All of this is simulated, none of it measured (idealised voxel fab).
process module | voxel transistor to metal
cross-section cut | 290 nm wide | cells 5 nm
A cross-section is a grid of square cells, given in bands from the top down. A band is one or more rows of cells.
Each band's line starts with the height of the band's top and of its bottom, in nm. Then come its materials from left to right, each with its width in nm. One material with "throughout" fills the band from edge to edge. "air" is empty space.
Height 0 is the level under which the wafer as received is all one material. The lowest band goes on downwards, as in "0 down".
A width such as "30 to 40" changes by the same amount from each row of cells to the next, from the band's top row to its bottom row.
"no change" after a step means that no cell of the cross-section changed.
closed voids: empty space of 8 cells or more with no open way to the top, each as width x height at its distance from the left edge, in nm
after a step's settings: what the simulator itself notes on the step
overlay nm, on a step with a mask: how far to the right of its planned place the mask lay; to the left if negative
plan
1 op RECEIVE | material Si
2 op OXIDIZE | depth nm 5
3 op CONFORMAL_DEP | material SiN | thk nm 15
4 op DIRECTIONAL_DEP | material aC | thk nm 15
5 op PATTERN | tone cover | mask id ACTIVE | material resist | width nm 105 | pitch nm 125 | thk nm 30 | overlay nm 0
6 op DIRECTIONAL_ETCH | etch materials aC | depth nm 15
7 op STRIP | etch materials resist
8 op DIRECTIONAL_ETCH | etch materials SiN | depth nm 15
9 op DIRECTIONAL_ETCH | etch materials SiO2 | depth nm 5
10 op DIRECTIONAL_ETCH | etch materials Si | depth nm 25
11 op STRIP | etch materials aC
12 op OXIDIZE | depth nm 5
13 op FILL_DEP | material SiO2 | thk nm 10
14 op CMP | height nm 15
15 op SELECTIVE_ETCH | etch materials SiO2 | depth nm 15
16 op STRIP | etch materials SiN
17 op SELECTIVE_ETCH | etch materials SiO2 | depth nm 5
18 op OXIDIZE | depth nm 5
19 op DIRECTIONAL_DEP | material polySi | thk nm 20
20 op DIRECTIONAL_DEP | material SiCN | thk nm 10
21 op MASKED_ETCH | tone cover | mask id GATE | width nm 25 | pitch nm 125 | etch materials SiCN | depth nm 20 | overlay nm 0
22 op MASKED_ETCH | tone cover | mask id GATE | width nm 25 | pitch nm 125 | etch materials polySi | depth nm 30 | overlay nm 0
23 op CONFORMAL_DEP | material SiO2 | thk nm 5
24 op DIRECTIONAL_ETCH | etch materials SiO2 | depth nm 5
25 op CONFORMAL_DEP | material SiN | thk nm 10
26 op DIRECTIONAL_ETCH | etch materials SiN | depth nm 10
27 op DIRECTIONAL_ETCH | etch materials SiO2 | depth nm 5
28 op DIRECTIONAL_ETCH | etch materials Si | depth nm 15
29 op EPI | material nSi | thk nm 20
30 op FILL_DEP | material SiO2 | thk nm 10
31 op CMP | height nm 25
32 op DIRECTIONAL_DEP | material SiO2 | thk nm 15
33 op MASKED_ETCH | tone open | mask id CONTACT | width nm 20 | etch materials SiO2 | depth nm 30 | overlay nm 0
34 op CONFORMAL_DEP | material TiN | thk nm 5
35 op FILL_DEP | material Ru | thk nm 5
36 op CMP | height nm 40
37 op CONFORMAL_DEP | material SiCN | thk nm 5
38 op DIRECTIONAL_DEP | material SiO2 | thk nm 25
39 op DIRECTIONAL_DEP | material aC | thk nm 10
40 op PATTERN | tone open | mask id METAL_1 | material resist | width nm 20 | thk nm 30 | overlay nm 0
41 op DIRECTIONAL_ETCH | etch materials aC | depth nm 10
42 op STRIP | etch materials resist
43 op DIRECTIONAL_ETCH | etch materials SiO2 | depth nm 25
44 op DIRECTIONAL_ETCH | etch materials SiCN | depth nm 5
45 op STRIP | etch materials aC
46 op CONFORMAL_DEP | material TiN | thk nm 5
47 op FILL_DEP | material Cu | thk nm 10
48 op CMP | height nm 70
49 op CONFORMAL_DEP | material SiCN | thk nm 5
50 op DIRECTIONAL_DEP | material SiO2 | thk nm 25
51 op PATTERN | tone open | mask id METAL_2 | material resist | width nm 20 | pitch nm 125 | thk nm 20 | overlay nm 0
52 op DIRECTIONAL_ETCH | etch materials SiO2 | depth nm 15
53 op STRIP | etch materials resist
54 op DIRECTIONAL_DEP | material aC | thk nm 15
55 op PATTERN | tone open | mask id METAL_2_HOLES | material resist | width nm 15 | pitch nm 125 | thk nm 30 | overlay nm 0
56 op DIRECTIONAL_ETCH | etch materials aC | depth nm 15
57 op STRIP | etch materials resist
58 op DIRECTIONAL_ETCH | etch materials SiO2 | depth nm 10
59 op DIRECTIONAL_ETCH | etch materials SiCN | depth nm 5
60 op STRIP | etch materials aC
61 op CONFORMAL_DEP | material TiN | thk nm 5
62 op FILL_DEP | material Ru | thk nm 10
63 op CMP | height nm 100
64 op CONFORMAL_DEP | material SiCN | thk nm 5
as received, after step 1
  0 down: Si throughout
  closed voids: none
first wafer at the end, as planned
  105 to 100: SiCN throughout
  100 to 90: SiO2 35 | TiN 5 | Ru 10 | TiN 5 | SiO2 105 | TiN 5 | Ru 10 | TiN 5 | SiO2 110
  90 to 85: SiO2 35 | TiN 5 | Ru 5 | TiN 10 | SiO2 105 | TiN 5 | Ru 5 | TiN 10 | SiO2 110
  85 to 75: SiO2 35 | TiN 5 | Ru 5 | TiN 5 | SiO2 110 | TiN 5 | Ru 5 | TiN 5 | SiO2 115
  75 to 70: SiCN 35 | TiN 15 | SiCN 110 | TiN 15 | SiCN 115
  70 to 45: SiO2 35 | TiN 5 | Cu 10 | TiN 5 | SiO2 55 | TiN 5 | Cu 10 | TiN 5 | SiO2 30 | TiN 5 | Cu 10 | TiN 5 | SiO2 55 | TiN 5 | Cu 10 | TiN 5 | SiO2 35
  45 to 40: SiCN 35 | TiN 20 | SiCN 55 | TiN 20 | SiCN 30 | TiN 20 | SiCN 55 | TiN 20 | SiCN 35
  40 to 25: SiO2 35 | TiN 5 | Ru 10 | TiN 5 | SiO2 55 | TiN 5 | Ru 10 | TiN 5 | SiO2 30 | TiN 5 | Ru 10 | TiN 5 | SiO2 55 | TiN 5 | Ru 10 | TiN 5 | SiO2 35
  25 to 15: SiO2 35 | TiN 5 | Ru 10 | TiN 5 | SiN 10 | SiO2 5 | SiCN 25 | SiO2 5 | SiN 10 | TiN 5 | Ru 10 | TiN 5 | SiO2 30 | TiN 5 | Ru 10 | TiN 5 | SiN 10 | SiO2 5 | SiCN 25 | SiO2 5 | SiN 10 | TiN 5 | Ru 10 | TiN 5 | SiO2 35
  15 to 10: SiO2 35 | TiN 20 | SiN 10 | SiO2 5 | polySi 25 | SiO2 5 | SiN 10 | TiN 20 | SiO2 30 | TiN 20 | SiN 10 | SiO2 5 | polySi 25 | SiO2 5 | SiN 10 | TiN 20 | SiO2 35
  10 to -5: SiO2 35 | nSi 20 | SiN 10 | SiO2 5 | polySi 25 | SiO2 5 | SiN 10 | nSi 20 | SiO2 30 | nSi 20 | SiN 10 | SiO2 5 | polySi 25 | SiO2 5 | SiN 10 | nSi 20 | SiO2 35
  -5 to -10: SiO2 30 | nSi 25 | SiO2 55 | nSi 25 | SiO2 20 | nSi 25 | SiO2 55 | nSi 25 | SiO2 30
  -10 to -25: SiO2 35 | nSi 20 | Si 55 | nSi 20 | SiO2 30 | nSi 20 | Si 55 | nSi 20 | SiO2 35
  -25 to -35: SiO2 35 | Si 95 | SiO2 30 | Si 95 | SiO2 35
  -35 down: Si throughout
  closed voids: none
second wafer at the end: like start, like plan, one mistake
  105 to 100: SiCN throughout
  100 to 90: SiO2 35 | TiN 5 | Ru 10 | TiN 5 | SiO2 105 | TiN 5 | Ru 10 | TiN 5 | SiO2 110
  90 to 85: SiO2 35 | TiN 5 | Ru 5 | TiN 10 | SiO2 105 | TiN 5 | Ru 5 | TiN 10 | SiO2 110
  85 to 75: SiO2 35 | TiN 5 | Ru 5 | TiN 5 | SiO2 110 | TiN 5 | Ru 5 | TiN 5 | SiO2 115
  75 to 70: SiCN 35 | TiN 15 | SiCN 110 | TiN 15 | SiCN 115
  70 to 45: SiO2 35 | TiN 5 | Cu 10 | TiN 5 | SiO2 55 | TiN 5 | Cu 10 | TiN 5 | SiO2 30 | TiN 5 | Cu 10 | TiN 5 | SiO2 55 | TiN 5 | Cu 10 | TiN 5 | SiO2 35
  45 to 40: SiCN 35 | TiN 20 | SiCN 55 | TiN 20 | SiCN 30 | TiN 20 | SiCN 55 | TiN 20 | SiCN 35
  40 to 25: SiO2 35 | TiN 5 | Ru 10 | TiN 5 | SiO2 55 | TiN 5 | Ru 10 | TiN 5 | SiO2 30 | TiN 5 | Ru 10 | TiN 5 | SiO2 55 | TiN 5 | Ru 10 | TiN 5 | SiO2 35
  25 to 15: SiO2 35 | TiN 5 | Ru 10 | TiN 5 | SiO2 15 | SiCN 25 | SiO2 15 | TiN 5 | Ru 10 | TiN 5 | SiO2 30 | TiN 5 | Ru 10 | TiN 5 | SiO2 15 | SiCN 25 | SiO2 15 | TiN 5 | Ru 10 | TiN 5 | SiO2 35
  15 to 10: SiO2 35 | TiN 20 | SiO2 15 | polySi 25 | SiO2 15 | TiN 20 | SiO2 30 | TiN 20 | SiO2 15 | polySi 25 | SiO2 15 | TiN 20 | SiO2 35
  10 to -5: SiO2 45 | nSi 20 | SiO2 5 | polySi 25 | SiO2 5 | nSi 20 | SiO2 50 | nSi 20 | SiO2 5 | polySi 25 | SiO2 5 | nSi 20 | SiO2 45
  -5 to -10: SiO2 30 | nSi 35 | SiO2 35 | nSi 35 | SiO2 20 | nSi 35 | SiO2 35 | nSi 35 | SiO2 30
  -10 to -25: SiO2 35 | nSi 30 | Si 35 | nSi 30 | SiO2 30 | nSi 30 | Si 35 | nSi 30 | SiO2 35
  -25 to -35: SiO2 35 | Si 95 | SiO2 30 | Si 95 | SiO2 35
  -35 down: Si throughout
  closed voids: none
what went wrong: step 25 was left out
at the end the second wafer has, in cells: 24 fewer of Si | 48 fewer of SiN | 40 more of SiO2 | 32 more of nSi
